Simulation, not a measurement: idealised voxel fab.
voxel transistor to metal: a process module
Cross-sectional view cut (width: 195 nm; square cell size: 5 nm).
In this document a cross-section is written as a grid of square cells. It is given as a series of bands, listed from the top down, and a band is one or more rows of cells.
What a band's entry tells you: where the top is and where the bottom is, as heights in nm, and after that what lies inside, material by material from left to right, each with its width in nm. Empty space is written as the word "empty", and a single material marked with the word "throughout" occupies the band from edge to edge.
Measure heights from 0. That's the level where, below it, the as-received wafer is all one material. The lowest band is bottomless and extends downward; write it as in "0..down".
Think of "30->40" as a width that walks from the first number to the second as you go down the band, top row to bottom row, taking equal-sized steps from row to row.
"same as before" (step): cross-section cells unchanged, all of them.
Enclosed voids (no open way to top), threshold 8 cells or more, entry "Sealed voids", notation width x height at distance, distance from left edge, nm.
That trailing text on a step's line, after the settings, is the simulator's own remark on the step.
Steps that use a mask can have "overlay nm" on their line. It says how far the mask sat to the right of where it was meant to be. Negative means to the left.
The following list gives the planned process steps:
step 1: RECEIVE with material Si
step 2: OXIDIZE with depth nm 5
step 3: CONFORMAL_DEP with material SiN, thk nm 10
step 4: PATTERN with tone cover, mask id ACTIVE, material resist, width nm 115, thk nm 20, overlay nm 0
step 5: DIRECTIONAL_ETCH with etch materials SiN, depth nm 10
step 6: DIRECTIONAL_ETCH with etch materials SiO2, depth nm 5
step 7: DIRECTIONAL_ETCH with etch materials Si, depth nm 35
step 8: STRIP with etch materials resist
step 9: FILL_DEP with material SiO2, thk nm 5
step 10: CMP with height nm 10
step 11: SELECTIVE_ETCH with etch materials SiO2, depth nm 10
step 12: STRIP with etch materials SiN
step 13: SELECTIVE_ETCH with etch materials SiO2, depth nm 5
step 14: OXIDIZE with depth nm 5
step 15: DIRECTIONAL_DEP with material polySi, thk nm 20
step 16: DIRECTIONAL_DEP with material SiCN, thk nm 10
step 17: MASKED_ETCH with tone cover, mask id GATE, width nm 25, etch materials SiCN, depth nm 20, overlay nm 0
step 18: MASKED_ETCH with tone cover, mask id GATE, width nm 25, etch materials polySi, depth nm 30, overlay nm 0
step 19: CONFORMAL_DEP with material SiN, thk nm 10
step 20: DIRECTIONAL_ETCH with etch materials SiN, depth nm 10
step 21: DIRECTIONAL_ETCH with etch materials SiO2, depth nm 5
step 22: DIRECTIONAL_ETCH with etch materials Si, depth nm 10
step 23: EPI with material SiGe, thk nm 10
step 24: FILL_DEP with material SiO2, thk nm 5
step 25: CMP with height nm 15
step 26: STRIP with etch materials polySi
step 27: SELECTIVE_ETCH with etch materials SiO2, depth nm 5
step 28: CONFORMAL_DEP with material HfO2, thk nm 5
step 29: CONFORMAL_DEP with material TiN, thk nm 5
step 30: FILL_DEP with material W, thk nm 10
step 31: CMP with height nm 10
step 32: DIRECTIONAL_DEP with material SiO2, thk nm 15
step 33: MASKED_ETCH with tone open, mask id CONTACT, width nm 20, pitch nm 75, etch materials SiO2, depth nm 35, overlay nm 0
step 34: CONFORMAL_DEP with material TiN, thk nm 5
step 35: FILL_DEP with material W, thk nm 10
step 36: CMP with height nm 25
step 37: DIRECTIONAL_DEP with material TiN, thk nm 5
step 38: DIRECTIONAL_DEP with material W, thk nm 20
step 39: PATTERN with tone cover, mask id METAL_1, material resist, width nm 20, pitch nm 75, thk nm 15, overlay nm 0
step 40: DIRECTIONAL_ETCH with etch materials W, depth nm 20
step 41: DIRECTIONAL_ETCH with etch materials TiN, depth nm 5
step 42: STRIP with etch materials resist
step 43: CONFORMAL_DEP with material SiN, thk nm 5
step 44: FILL_DEP with material lowk, thk nm 5
step 45: CMP with height nm 50
step 46: CONFORMAL_DEP with material SiCN, thk nm 5
Incoming wafer, cross-sectional view, post step 1:
	0..down  Si throughout
	Sealed voids: none
End-of-module XS, first of two wafers, run as planned:
	55..50  SiCN throughout
	50..30  45 of lowk  5 of SiN  20 of W  5 of SiN  45 of lowk  5 of SiN  20 of W  5 of SiN  45 of lowk
	30..25  50 of SiN  20 of TiN  55 of SiN  20 of TiN  50 of SiN
	25..10  50 of SiO2  5 of TiN  10 of W  5 of TiN  55 of SiO2  5 of TiN  10 of W  5 of TiN  50 of SiO2
	10..0  50 of SiO2  5 of TiN  10->5 of W  5->10 of TiN  5 of SiO2  10 of SiN  5 of HfO2  5 of TiN  5 of W  5 of TiN  5 of HfO2  10 of SiN  5 of SiO2  5->10 of TiN  10->5 of W  5 of TiN  50 of SiO2
	0..-5  50 of SiO2  5 of TiN  5 of W  5 of TiN  10 of SiGe  10 of SiN  5 of HfO2  15 of TiN  5 of HfO2  10 of SiN  10 of SiGe  5 of TiN  5 of W  5 of TiN  50 of SiO2
	-5..-10  50 of SiO2  15 of TiN  10 of SiGe  5 of SiO2  35 of HfO2  5 of SiO2  10 of SiGe  15 of TiN  50 of SiO2
	-10..-20  40 of SiO2  35 of SiGe  45 of Si  35 of SiGe  40 of SiO2
	-20..-40  40 of SiO2  115 of Si  40 of SiO2
	-40..down  Si throughout
	Sealed voids: none
End of module, second wafer, cross-section. Started like the first, planned like the first, run with one mistake:
	55..50  SiCN throughout
	50..45  45 of lowk  5 of SiN  20 of W  5 of SiN  45 of lowk  5 of SiN  20 of W  5 of SiN  45 of lowk
	45..40  50 of SiN  20 of TiN  55 of SiN  20 of TiN  50 of SiN
	40..30  W throughout
	30..25  55 of TiN  10 of W  65 of TiN  10 of W  55 of TiN
	25..10  50 of SiO2  5 of TiN  10 of W  5 of TiN  55 of SiO2  5 of TiN  10 of W  5 of TiN  50 of SiO2
	10..0  50 of SiO2  5 of TiN  10->5 of W  5->10 of TiN  5 of SiO2  10 of SiN  5 of HfO2  5 of TiN  5 of W  5 of TiN  5 of HfO2  10 of SiN  5 of SiO2  5->10 of TiN  10->5 of W  5 of TiN  50 of SiO2
	0..-5  50 of SiO2  5 of TiN  5 of W  5 of TiN  10 of SiGe  10 of SiN  5 of HfO2  15 of TiN  5 of HfO2  10 of SiN  10 of SiGe  5 of TiN  5 of W  5 of TiN  50 of SiO2
	-5..-10  50 of SiO2  15 of TiN  10 of SiGe  5 of SiO2  35 of HfO2  5 of SiO2  10 of SiGe  15 of TiN  50 of SiO2
	-10..-20  40 of SiO2  35 of SiGe  45 of Si  35 of SiGe  40 of SiO2
	-20..-40  40 of SiO2  115 of Si  40 of SiO2
	-40..down  Si throughout
	Sealed voids: none
Short version of what went wrong: plan step 36: skipped, not run
Looking at both finished wafers in cells, the second ends up ahead of or behind the first on some materials: 12 fewer of SiN; 35 more of TiN; 58 more of W; 81 fewer of lowk
